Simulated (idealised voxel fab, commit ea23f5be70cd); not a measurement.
process module | voxel capacitor over wiring
cross-section cut | 155 nm wide | cells 5 nm
A cross-section is a grid of square cells, given in bands from the top down. A band is one or more rows of cells.
Each band's line starts with the height of the band's top and of its bottom, in nm. Then come its materials from left to right, each with its width in nm. One material with "throughout" fills the band from edge to edge. "air" is empty space.
Height 0 is the level under which the wafer as received is all one material. The lowest band goes on downwards, as in "0 down".
A width such as "30 to 40" changes by the same amount from each row of cells to the next, from the band's top row to its bottom row.
"no change" after a step means that no cell of the cross-section changed.
closed voids: empty space of 8 cells or more with no open way to the top, each as width x height at its distance from the left edge, in nm
after a step's settings: what the simulator itself notes on the step
overlay nm, on a step with a mask: how far to the right of its planned place the mask lay; to the left if negative
plan
1 op RECEIVE | material Si
2 op CONFORMAL_DEP | material SiO2 | thk nm 15
3 op CONFORMAL_DEP | material SiN | thk nm 5
4 op DIRECTIONAL_DEP | material SiO2 | thk nm 25
5 op DIRECTIONAL_DEP | material aC | thk nm 15
6 op PATTERN | tone open | mask id METAL_1 | material resist | width nm 30 | pitch nm 80 | thk nm 35 | overlay nm 0
7 op DIRECTIONAL_ETCH | etch materials aC | depth nm 15
8 op STRIP | etch materials resist
9 op DIRECTIONAL_ETCH | etch materials SiO2 | depth nm 25
10 op DIRECTIONAL_ETCH | etch materials SiN | depth nm 5
11 op STRIP | etch materials aC
12 op CONFORMAL_DEP | material TiN | thk nm 5
13 op FILL_DEP | material Ru | thk nm 5
14 op CMP | height nm 45
15 op CONFORMAL_DEP | material SiCN | thk nm 5
16 op DIRECTIONAL_DEP | material lowk | thk nm 15
17 op MASKED_ETCH | tone open | mask id PLUG_1 | width nm 15 | etch materials lowk | depth nm 15 | overlay nm 0
18 op MASKED_ETCH | tone open | mask id PLUG_1 | width nm 15 | etch materials SiCN | depth nm 5 | overlay nm 0
19 op EPI | material Ru | thk nm 10
20 op EPI | material Ru | thk nm 10
21 op DIRECTIONAL_DEP | material TiN | thk nm 10
22 op DIRECTIONAL_DEP | material HfO2 | thk nm 5
23 op DIRECTIONAL_DEP | material TiN | thk nm 10
24 op DIRECTIONAL_DEP | material aC | thk nm 15
25 op PATTERN | tone cover | mask id UPPER_PLATE | material resist | width nm 55 | thk nm 30 | overlay nm 0
26 op DIRECTIONAL_ETCH | etch materials aC | depth nm 15
27 op STRIP | etch materials resist
28 op DIRECTIONAL_ETCH | etch materials TiN | depth nm 10
29 op DIRECTIONAL_ETCH | etch materials HfO2 | depth nm 5
30 op STRIP | etch materials aC
31 op DIRECTIONAL_DEP | material aC | thk nm 10
32 op PATTERN | tone cover | mask id LOWER_PLATE | material resist | width nm 65 | thk nm 30 | overlay nm 0
33 op DIRECTIONAL_ETCH | etch materials aC | depth nm 10
34 op STRIP | etch materials resist
35 op DIRECTIONAL_ETCH | etch materials TiN | depth nm 10
36 op STRIP | etch materials aC
37 op FILL_DEP | material SiO2 | thk nm 20
38 op CMP | height nm 105
39 op MASKED_ETCH | tone open | mask id PLUG_2 | width nm 15 | etch materials SiO2 | depth nm 15 | overlay nm 0
40 op CONFORMAL_DEP | material TiN | thk nm 5
41 op FILL_DEP | material Ru | thk nm 10
42 op CMP | height nm 105
43 op CONFORMAL_DEP | material SiCN | thk nm 5
first wafer, as planned
as received, after step 1
  0 down: Si throughout
  closed voids: none
after step 2
  15 to 0: SiO2 throughout
  below 0: unchanged
after step 3
  20 to 15: SiN throughout
  below 15: unchanged
after step 4
  45 to 20: SiO2 throughout
  below 20: unchanged
after step 5
  60 to 45: aC throughout
  below 45: unchanged
after step 6
  95 to 60: resist 20 | air 30 | resist 50 | air 30 | resist 25
  below 60: unchanged
after step 7
  80 to 60: resist 20 | air 30 | resist 50 | air 30 | resist 25
  60 to 45: aC 20 | air 30 | aC 50 | air 30 | aC 25
  below 45: unchanged
after step 8
  60 to 45: aC 20 | air 30 | aC 50 | air 30 | aC 25
  below 45: unchanged
after step 9
  60 to 45: aC 20 | air 30 | aC 50 | air 30 | aC 25
  45 to 20: SiO2 20 | air 30 | SiO2 50 | air 30 | SiO2 25
  below 20: unchanged
after step 10
  60 to 45: aC 20 | air 30 | aC 50 | air 30 | aC 25
  45 to 20: SiO2 20 | air 30 | SiO2 50 | air 30 | SiO2 25
  20 to 15: SiN 20 | air 30 | SiN 50 | air 30 | SiN 25
  below 15: unchanged
after step 11
  45 to 20: SiO2 20 | air 30 | SiO2 50 | air 30 | SiO2 25
  below 20: unchanged
after step 12
  50 to 45: TiN 25 | air 20 | TiN 60 | air 20 | TiN 30
  45 to 20: SiO2 20 | TiN 5 | air 20 | TiN 5 | SiO2 50 | TiN 5 | air 20 | TiN 5 | SiO2 25
  20 to 15: SiN 20 | TiN 30 | SiN 50 | TiN 30 | SiN 25
  below 15: unchanged
after step 13
  55 to 50: Ru throughout
  50 to 45: TiN 25 | Ru 20 | TiN 60 | Ru 20 | TiN 30
  45 to 20: SiO2 20 | TiN 5 | Ru 20 | TiN 5 | SiO2 50 | TiN 5 | Ru 20 | TiN 5 | SiO2 25
  below 20: unchanged
after step 14
  45 to 20: SiO2 20 | TiN 5 | Ru 20 | TiN 5 | SiO2 50 | TiN 5 | Ru 20 | TiN 5 | SiO2 25
  below 20: unchanged
after step 15
  50 to 45: SiCN throughout
  below 45: unchanged
after step 16
  65 to 50: lowk throughout
  below 50: unchanged
after step 17
  65 to 50: lowk 35 | air 15 | lowk 105
  below 50: unchanged
after step 18
  65 to 50: lowk 35 | air 15 | lowk 105
  50 to 45: SiCN 35 | air 15 | SiCN 105
  below 45: unchanged
after step 19
  65 to 55: lowk 35 | air 15 | lowk 105
  55 to 50: lowk 35 | Ru 15 | lowk 105
  50 to 45: SiCN 35 | Ru 15 | SiCN 105
  below 45: unchanged
after step 20
  65 to 50: lowk 35 | Ru 15 | lowk 105
  below 50: unchanged
after step 21
  75 to 65: TiN throughout
  below 65: unchanged
after step 22
  80 to 75: HfO2 throughout
  below 75: unchanged
after step 23
  90 to 80: TiN throughout
  below 80: unchanged
after step 24
  105 to 90: aC throughout
  below 90: unchanged
after step 25
  135 to 105: air 35 | resist 55 | air 65
  below 105: unchanged
after step 26
  120 to 105: air 35 | resist 55 | air 65
  105 to 90: air 35 | aC 55 | air 65
  below 90: unchanged
after step 27
  105 to 90: air 35 | aC 55 | air 65
  below 90: unchanged
after step 28
  105 to 90: air 35 | aC 55 | air 65
  90 to 80: air 35 | TiN 55 | air 65
  below 80: unchanged
after step 29
  105 to 90: air 35 | aC 55 | air 65
  90 to 80: air 35 | TiN 55 | air 65
  80 to 75: air 35 | HfO2 55 | air 65
  below 75: unchanged
after step 30
  90 to 80: air 35 | TiN 55 | air 65
  below 80: unchanged
after step 31
  100 to 90: air 35 | aC 55 | air 65
  90 to 85: air 35 | TiN 55 | air 65
  85 to 80: aC 35 | TiN 55 | aC 65
  80 to 75: aC 35 | HfO2 55 | aC 65
  below 75: unchanged
after step 32
  130 to 100: air 30 | resist 65 | air 60
  100 to 90: air 30 | resist 5 | aC 55 | resist 5 | air 60
  90 to 85: air 30 | resist 5 | TiN 55 | resist 5 | air 60
  below 85: unchanged
after step 33
  120 to 100: air 30 | resist 65 | air 60
  100 to 90: air 30 | resist 5 | aC 55 | resist 5 | air 60
  90 to 85: air 30 | resist 5 | TiN 55 | resist 5 | air 60
  85 to 80: air 30 | aC 5 | TiN 55 | aC 5 | air 60
  80 to 75: air 30 | aC 5 | HfO2 55 | aC 5 | air 60
  below 75: unchanged
after step 34
  100 to 90: air 35 | aC 55 | air 65
  90 to 85: air 35 | TiN 55 | air 65
  below 85: unchanged
after step 35
  100 to 90: air 35 | aC 55 | air 65
  90 to 85: air 35 | TiN 55 | air 65
  85 to 80: air 30 | aC 5 | TiN 55 | aC 5 | air 60
  80 to 75: air 30 | aC 5 | HfO2 55 | aC 5 | air 60
  75 to 65: air 30 | TiN 65 | air 60
  below 65: unchanged
after step 36
  90 to 80: air 35 | TiN 55 | air 65
  80 to 75: air 35 | HfO2 55 | air 65
  below 75: unchanged
after step 37
  110 to 90: SiO2 throughout
  90 to 80: SiO2 35 | TiN 55 | SiO2 65
  80 to 75: SiO2 35 | HfO2 55 | SiO2 65
  75 to 65: SiO2 30 | TiN 65 | SiO2 60
  below 65: unchanged
after step 38
  105 to 90: SiO2 throughout
  below 90: unchanged
after step 39
  105 to 90: SiO2 45 | air 15 | SiO2 95
  below 90: unchanged
after step 40
  110 to 105: TiN 50 | air 5 | TiN 100
  105 to 95: SiO2 45 | TiN 5 | air 5 | TiN 5 | SiO2 95
  95 to 90: SiO2 45 | TiN 15 | SiO2 95
  below 90: unchanged
after step 41
  120 to 110: Ru throughout
  110 to 105: TiN 50 | Ru 5 | TiN 100
  105 to 95: SiO2 45 | TiN 5 | Ru 5 | TiN 5 | SiO2 95
  below 95: unchanged
after step 42
  105 to 95: SiO2 45 | TiN 5 | Ru 5 | TiN 5 | SiO2 95
  below 95: unchanged
after step 43
  110 to 105: SiCN throughout
  below 105: unchanged
second wafer: like start, like plan, one mistake. Through step 16 it matches the first wafer
when step 17 should have ended
  65 to 50: lowk 40 | air 15 | lowk 100
  below 50: unchanged
when step 18 should have ended
  65 to 50: lowk 40 | air 15 | lowk 100
  50 to 45: SiCN 40 | air 10 | SiCN 105
  below 45: unchanged
when step 19 should have ended
  65 to 55: lowk 40 | air 15 | lowk 100
  55 to 50: lowk 40 | Ru 15 | lowk 100
  50 to 45: SiCN 40 | Ru 10 | SiCN 105
  below 45: unchanged
when step 20 should have ended
  65 to 50: lowk 40 | Ru 15 | lowk 100
  below 50: unchanged
when step 21 should have ended
  75 to 65: TiN throughout
  below 65: unchanged
when step 22 should have ended
  80 to 75: HfO2 throughout
  below 75: unchanged
when step 23 should have ended
  90 to 80: TiN throughout
  below 80: unchanged
when step 24 should have ended
  105 to 90: aC throughout
  below 90: unchanged
when step 25 should have ended
  135 to 105: air 35 | resist 55 | air 65
  below 105: unchanged
when step 26 should have ended
  120 to 105: air 35 | resist 55 | air 65
  105 to 90: air 35 | aC 55 | air 65
  below 90: unchanged
when step 27 should have ended
  105 to 90: air 35 | aC 55 | air 65
  below 90: unchanged
when step 28 should have ended
  105 to 90: air 35 | aC 55 | air 65
  90 to 80: air 35 | TiN 55 | air 65
  below 80: unchanged
when step 29 should have ended
  105 to 90: air 35 | aC 55 | air 65
  90 to 80: air 35 | TiN 55 | air 65
  80 to 75: air 35 | HfO2 55 | air 65
  below 75: unchanged
when step 30 should have ended
  90 to 80: air 35 | TiN 55 | air 65
  below 80: unchanged
when step 31 should have ended
  100 to 90: air 35 | aC 55 | air 65
  90 to 85: air 35 | TiN 55 | air 65
  85 to 80: aC 35 | TiN 55 | aC 65
  80 to 75: aC 35 | HfO2 55 | aC 65
  below 75: unchanged
when step 32 should have ended
  130 to 100: air 30 | resist 65 | air 60
  100 to 90: air 30 | resist 5 | aC 55 | resist 5 | air 60
  90 to 85: air 30 | resist 5 | TiN 55 | resist 5 | air 60
  below 85: unchanged
when step 33 should have ended
  120 to 100: air 30 | resist 65 | air 60
  100 to 90: air 30 | resist 5 | aC 55 | resist 5 | air 60
  90 to 85: air 30 | resist 5 | TiN 55 | resist 5 | air 60
  85 to 80: air 30 | aC 5 | TiN 55 | aC 5 | air 60
  80 to 75: air 30 | aC 5 | HfO2 55 | aC 5 | air 60
  below 75: unchanged
when step 34 should have ended
  100 to 90: air 35 | aC 55 | air 65
  90 to 85: air 35 | TiN 55 | air 65
  below 85: unchanged
when step 35 should have ended
  100 to 90: air 35 | aC 55 | air 65
  90 to 85: air 35 | TiN 55 | air 65
  85 to 80: air 30 | aC 5 | TiN 55 | aC 5 | air 60
  80 to 75: air 30 | aC 5 | HfO2 55 | aC 5 | air 60
  75 to 65: air 30 | TiN 65 | air 60
  below 65: unchanged
when step 36 should have ended
  90 to 80: air 35 | TiN 55 | air 65
  80 to 75: air 35 | HfO2 55 | air 65
  below 75: unchanged
when step 37 should have ended
  110 to 90: SiO2 throughout
  90 to 80: SiO2 35 | TiN 55 | SiO2 65
  80 to 75: SiO2 35 | HfO2 55 | SiO2 65
  75 to 65: SiO2 30 | TiN 65 | SiO2 60
  below 65: unchanged
when step 38 should have ended
  105 to 90: SiO2 throughout
  below 90: unchanged
when step 39 should have ended
  105 to 90: SiO2 45 | air 15 | SiO2 95
  below 90: unchanged
when step 40 should have ended
  110 to 105: TiN 50 | air 5 | TiN 100
  105 to 95: SiO2 45 | TiN 5 | air 5 | TiN 5 | SiO2 95
  95 to 90: SiO2 45 | TiN 15 | SiO2 95
  below 90: unchanged
when step 41 should have ended
  120 to 110: Ru throughout
  110 to 105: TiN 50 | Ru 5 | TiN 100
  105 to 95: SiO2 45 | TiN 5 | Ru 5 | TiN 5 | SiO2 95
  below 95: unchanged
when step 42 should have ended
  105 to 95: SiO2 45 | TiN 5 | Ru 5 | TiN 5 | SiO2 95
  below 95: unchanged
when step 43 should have ended
  110 to 105: SiCN throughout
  below 105: unchanged
what went wrong: step 17 ran as: op MASKED_ETCH | tone open | mask id PLUG_1 | width nm 15 | etch materials lowk | depth nm 15 | overlay nm 5
at the end the second wafer has, in cells: 1 fewer of Ru | 1 more of SiCN
